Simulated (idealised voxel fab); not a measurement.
Module name: voxel self aligned contacts (process module)
We display cut, a cross-section 170 nm in width whose square cells are each 5 nm.
A cross-section is a grid of square cells, given in bands from the top down. A band is one or more rows of cells.
A band entry consists of two parts. The first gives the height of the band's top and the height of its bottom, in nm. The rest lists the band's materials from left to right, each with its width in nm. A single material labelled with the word "edge to edge" fills the band from edge to edge, and the word "air" marks empty space.
Beneath 0, the wafer as received is one material, and that level is where height counting begins. The lowest band goes on downward without a bottom; it is written like "z 0 and below".
Width "30 to 40": first value at the band's top row of cells, second value at its bottom row, equal change from row to row.
"remains unaltered" after a step means that no cell of the cross-section changed.
Voids not open to the top, 8 cells minimum: see "Catalogued sealed voids". Written width x height at distance; distance is from the left edge; nm.
It should be noted that, on the line of a given step, the content following the step's settings is a remark produced by the simulator itself with respect to that step.
If you see "overlay nm" on a step's line and that step has a mask, it's telling you how far right of where it was planned the mask ended up; a negative number means it went left instead.
-- Here's what the planned process steps look like
1: RECEIVE (material Si)
2: CONFORMAL_DEP (material SiO2; thk nm 5)
3: DIRECTIONAL_DEP (material polySi; thk nm 30)
4: DIRECTIONAL_DEP (material SiN; thk nm 20)
5: DIRECTIONAL_DEP (material aC; thk nm 10)
6: PATTERN (tone cover; mask id GATE; material resist; width nm 30; pitch nm 60; thk nm 25; overlay nm 0)
7: DIRECTIONAL_ETCH (etch materials aC; depth nm 10)
8: STRIP (etch materials resist)
9: DIRECTIONAL_ETCH (etch materials SiN; depth nm 20)
10: DIRECTIONAL_ETCH (etch materials polySi; depth nm 30)
11: STRIP (etch materials aC)
12: CONFORMAL_DEP (material SiN; thk nm 5)
13: DIRECTIONAL_ETCH (etch materials SiN; depth nm 5)
14: FILL_DEP (material SiO2; thk nm 10)
15: CMP (height nm 60)
16: PATTERN (tone open; mask id CONTACT; material resist; width nm 40; thk nm 15; overlay nm 0)
17: DIRECTIONAL_ETCH (etch materials SiO2; depth nm 60)
18: STRIP (etch materials resist)
19: CONFORMAL_DEP (material TiN; thk nm 5)
20: FILL_DEP (material W; thk nm 5)
21: CMP (height nm 60)
22: CONFORMAL_DEP (material SiN; thk nm 5)
-- First of two wafers - as planned
-- Step 1 complete: cross-section of the wafer as received
    z 0 and below | Si edge to edge
    Catalogued sealed voids: none
-- Upon completion of step 2, the wafer appears in cross-section as shown
    z 5 to 0 | SiO2 edge to edge
    At heights below 0, the structure remains unaltered.
-- Upon completion of step 3, the wafer appears in cross-section as shown
    z 35 to 5 | polySi edge to edge
    At heights below 5, the structure remains unaltered.
-- Upon completion of step 4, the wafer appears in cross-section as shown
    z 55 to 35 | SiN edge to edge
    At heights below 35, the structure remains unaltered.
-- Upon completion of step 5, the wafer appears in cross-section as shown
    z 65 to 55 | aC edge to edge
    At heights below 55, the structure remains unaltered.
-- Upon completion of step 6, the wafer appears in cross-section as shown
    z 90 to 65 | air=40, resist=30, air=30, resist=30, air=40
    At heights below 65, the structure remains unaltered.
-- Upon completion of step 7, the wafer appears in cross-section as shown
    z 80 to 65 | air=40, resist=30, air=30, resist=30, air=40
    z 65 to 55 | air=40, aC=30, air=30, aC=30, air=40
    At heights below 55, the structure remains unaltered.
-- Upon completion of step 8, the wafer appears in cross-section as shown
    z 65 to 55 | air=40, aC=30, air=30, aC=30, air=40
    At heights below 55, the structure remains unaltered.
-- Upon completion of step 9, the wafer appears in cross-section as shown
    z 65 to 55 | air=40, aC=30, air=30, aC=30, air=40
    z 55 to 35 | air=40, SiN=30, air=30, SiN=30, air=40
    At heights below 35, the structure remains unaltered.
-- Upon completion of step 10, the wafer appears in cross-section as shown
    z 65 to 55 | air=40, aC=30, air=30, aC=30, air=40
    z 55 to 35 | air=40, SiN=30, air=30, SiN=30, air=40
    z 35 to 5 | air=40, polySi=30, air=30, polySi=30, air=40
    At heights below 5, the structure remains unaltered.
-- Upon completion of step 11, the wafer appears in cross-section as shown
    z 55 to 35 | air=40, SiN=30, air=30, SiN=30, air=40
    At heights below 35, the structure remains unaltered.
-- Upon completion of step 12, the wafer appears in cross-section as shown
    z 60 to 35 | air=35, SiN=40, air=20, SiN=40, air=35
    z 35 to 10 | air=35, SiN=5, polySi=30, SiN=5, air=20, SiN=5, polySi=30, SiN=5, air=35
    z 10 to 5 | SiN=40, polySi=30, SiN=30, polySi=30, SiN=40
    At heights below 5, the structure remains unaltered.
-- Upon completion of step 13, the wafer appears in cross-section as shown
    z 55 to 35 | air=35, SiN=40, air=20, SiN=40, air=35
    z 35 to 5 | air=35, SiN=5, polySi=30, SiN=5, air=20, SiN=5, polySi=30, SiN=5, air=35
    At heights below 5, the structure remains unaltered.
-- Upon completion of step 14, the wafer appears in cross-section as shown
    z 65 to 55 | SiO2 edge to edge
    z 55 to 35 | SiO2=35, SiN=40, SiO2=20, SiN=40, SiO2=35
    z 35 to 5 | SiO2=35, SiN=5, polySi=30, SiN=5, SiO2=20, SiN=5, polySi=30, SiN=5, SiO2=35
    At heights below 5, the structure remains unaltered.
-- Upon completion of step 15, the wafer appears in cross-section as shown
    z 60 to 55 | SiO2 edge to edge
    At heights below 55, the structure remains unaltered.
-- Upon completion of step 16, the wafer appears in cross-section as shown
    z 75 to 60 | resist=65, air=40, resist=65
    At heights below 60, the structure remains unaltered.
-- Upon completion of step 17, the wafer appears in cross-section as shown
    z 75 to 60 | resist=65, air=40, resist=65
    z 60 to 55 | SiO2=65, air=40, SiO2=65
    z 55 to 35 | SiO2=35, SiN=40, air=20, SiN=40, SiO2=35
    z 35 to 5 | SiO2=35, SiN=5, polySi=30, SiN=5, air=20, SiN=5, polySi=30, SiN=5, SiO2=35
    z 5 to 0 | SiO2=75, air=20, SiO2=75
    At heights below 0, the structure remains unaltered.
-- Upon completion of step 18, the wafer appears in cross-section as shown
    z 60 to 55 | SiO2=65, air=40, SiO2=65
    At heights below 55, the structure remains unaltered.
-- Upon completion of step 19, the wafer appears in cross-section as shown
    z 65 to 60 | TiN=70, air=30, TiN=70
    z 60 to 55 | SiO2=65, TiN=15, air=10, TiN=15, SiO2=65
    z 55 to 35 | SiO2=35, SiN=40, TiN=5, air=10, TiN=5, SiN=40, SiO2=35
    z 35 to 5 | SiO2=35, SiN=5, polySi=30, SiN=5, TiN=5, air=10, TiN=5, SiN=5, polySi=30, SiN=5, SiO2=35
    z 5 to 0 | SiO2=75, TiN=20, SiO2=75
    At heights below 0, the structure remains unaltered.
-- Upon completion of step 20, the wafer appears in cross-section as shown
    z 70 to 65 | W edge to edge
    z 65 to 60 | TiN=70, W=30, TiN=70
    z 60 to 55 | SiO2=65, TiN=15, W=10, TiN=15, SiO2=65
    z 55 to 35 | SiO2=35, SiN=40, TiN=5, W=10, TiN=5, SiN=40, SiO2=35
    z 35 to 5 | SiO2=35, SiN=5, polySi=30, SiN=5, TiN=5, W=10, TiN=5, SiN=5, polySi=30, SiN=5, SiO2=35
    At heights below 5, the structure remains unaltered.
-- Upon completion of step 21, the wafer appears in cross-section as shown
    z 60 to 55 | SiO2=65, TiN=15, W=10, TiN=15, SiO2=65
    At heights below 55, the structure remains unaltered.
-- Upon completion of step 22, the wafer appears in cross-section as shown
    z 65 to 60 | SiN edge to edge
    At heights below 60, the structure remains unaltered.
-- Wafer two. Identical start, identical plan. One mistake in execution. Identical history through step 2
-- Here is the second wafer in cross-section at the point where step 3 of the plan should have been done
    z 65 to 5 | polySi edge to edge
    At heights below 5, the structure remains unaltered.
-- Here is the second wafer in cross-section at the point where step 4 of the plan should have been done
    z 85 to 65 | SiN edge to edge
    At heights below 65, the structure remains unaltered.
-- Here is the second wafer in cross-section at the point where step 5 of the plan should have been done
    z 95 to 85 | aC edge to edge
    At heights below 85, the structure remains unaltered.
-- Here is the second wafer in cross-section at the point where step 6 of the plan should have been done
    z 120 to 95 | air=40, resist=30, air=30, resist=30, air=40
    At heights below 95, the structure remains unaltered.
-- Here is the second wafer in cross-section at the point where step 7 of the plan should have been done
    z 110 to 95 | air=40, resist=30, air=30, resist=30, air=40
    z 95 to 85 | air=40, aC=30, air=30, aC=30, air=40
    At heights below 85, the structure remains unaltered.
-- Here is the second wafer in cross-section at the point where step 8 of the plan should have been done
    z 95 to 85 | air=40, aC=30, air=30, aC=30, air=40
    At heights below 85, the structure remains unaltered.
-- Here is the second wafer in cross-section at the point where step 9 of the plan should have been done
    z 95 to 85 | air=40, aC=30, air=30, aC=30, air=40
    z 85 to 65 | air=40, SiN=30, air=30, SiN=30, air=40
    At heights below 65, the structure remains unaltered.
-- Here is the second wafer in cross-section at the point where step 10 of the plan should have been done
    z 95 to 85 | air=40, aC=30, air=30, aC=30, air=40
    z 85 to 65 | air=40, SiN=30, air=30, SiN=30, air=40
    z 65 to 35 | air=40, polySi=30, air=30, polySi=30, air=40
    At heights below 35, the structure remains unaltered.
-- Here is the second wafer in cross-section at the point where step 11 of the plan should have been done
    z 85 to 65 | air=40, SiN=30, air=30, SiN=30, air=40
    At heights below 65, the structure remains unaltered.
-- Here is the second wafer in cross-section at the point where step 12 of the plan should have been done
    z 90 to 65 | air=35, SiN=40, air=20, SiN=40, air=35
    z 65 to 40 | air=35, SiN=5, polySi=30, SiN=5, air=20, SiN=5, polySi=30, SiN=5, air=35
    z 40 to 35 | SiN=40, polySi=30, SiN=30, polySi=30, SiN=40
    At heights below 35, the structure remains unaltered.
-- Here is the second wafer in cross-section at the point where step 13 of the plan should have been done
    z 85 to 65 | air=35, SiN=40, air=20, SiN=40, air=35
    z 65 to 35 | air=35, SiN=5, polySi=30, SiN=5, air=20, SiN=5, polySi=30, SiN=5, air=35
    At heights below 35, the structure remains unaltered.
-- Here is the second wafer in cross-section at the point where step 14 of the plan should have been done
    z 95 to 85 | SiO2 edge to edge
    z 85 to 65 | SiO2=35, SiN=40, SiO2=20, SiN=40, SiO2=35
    z 65 to 35 | SiO2=35, SiN=5, polySi=30, SiN=5, SiO2=20, SiN=5, polySi=30, SiN=5, SiO2=35
    At heights below 35, the structure remains unaltered.
-- Here is the second wafer in cross-section at the point where step 15 of the plan should have been done
    z 60 to 35 | SiO2=35, SiN=5, polySi=30, SiN=5, SiO2=20, SiN=5, polySi=30, SiN=5, SiO2=35
    At heights below 35, the structure remains unaltered.
-- Here is the second wafer in cross-section at the point where step 16 of the plan should have been done
    z 75 to 60 | resist=65, air=40, resist=65
    At heights below 60, the structure remains unaltered.
-- Here is the second wafer in cross-section at the point where step 17 of the plan should have been done
    z 75 to 60 | resist=65, air=40, resist=65
    z 60 to 35 | SiO2=35, SiN=5, polySi=30, SiN=5, air=20, SiN=5, polySi=30, SiN=5, SiO2=35
    At heights below 35, the structure remains unaltered.
-- Here is the second wafer in cross-section at the point where step 18 of the plan should have been done
    z 60 to 35 | SiO2=35, SiN=5, polySi=30, SiN=5, air=20, SiN=5, polySi=30, SiN=5, SiO2=35
    At heights below 35, the structure remains unaltered.
-- Here is the second wafer in cross-section at the point where step 19 of the plan should have been done
    z 65 to 60 | TiN=80, air=10, TiN=80
    z 60 to 40 | SiO2=35, SiN=5, polySi=30, SiN=5, TiN=5, air=10, TiN=5, SiN=5, polySi=30, SiN=5, SiO2=35
    z 40 to 35 | SiO2=35, SiN=5, polySi=30, SiN=5, TiN=20, SiN=5, polySi=30, SiN=5, SiO2=35
    At heights below 35, the structure remains unaltered.
-- Here is the second wafer in cross-section at the point where step 20 of the plan should have been done
    z 70 to 65 | W edge to edge
    z 65 to 60 | TiN=80, W=10, TiN=80
    z 60 to 40 | SiO2=35, SiN=5, polySi=30, SiN=5, TiN=5, W=10, TiN=5, SiN=5, polySi=30, SiN=5, SiO2=35
    At heights below 40, the structure remains unaltered.
-- Here is the second wafer in cross-section at the point where step 21 of the plan should have been done
    z 60 to 40 | SiO2=35, SiN=5, polySi=30, SiN=5, TiN=5, W=10, TiN=5, SiN=5, polySi=30, SiN=5, SiO2=35
    At heights below 40, the structure remains unaltered.
-- Here is the second wafer in cross-section at the point where step 22 of the plan should have been done
    z 65 to 60 | SiN edge to edge
    At heights below 60, the structure remains unaltered.
What was the processing mistake? step 3 was run twice
The closing comparison, in cells, has the second wafer with more or fewer of some materials than the first: -68 SiN | -92 SiO2 | -18 TiN | -14 W | +192 polySi
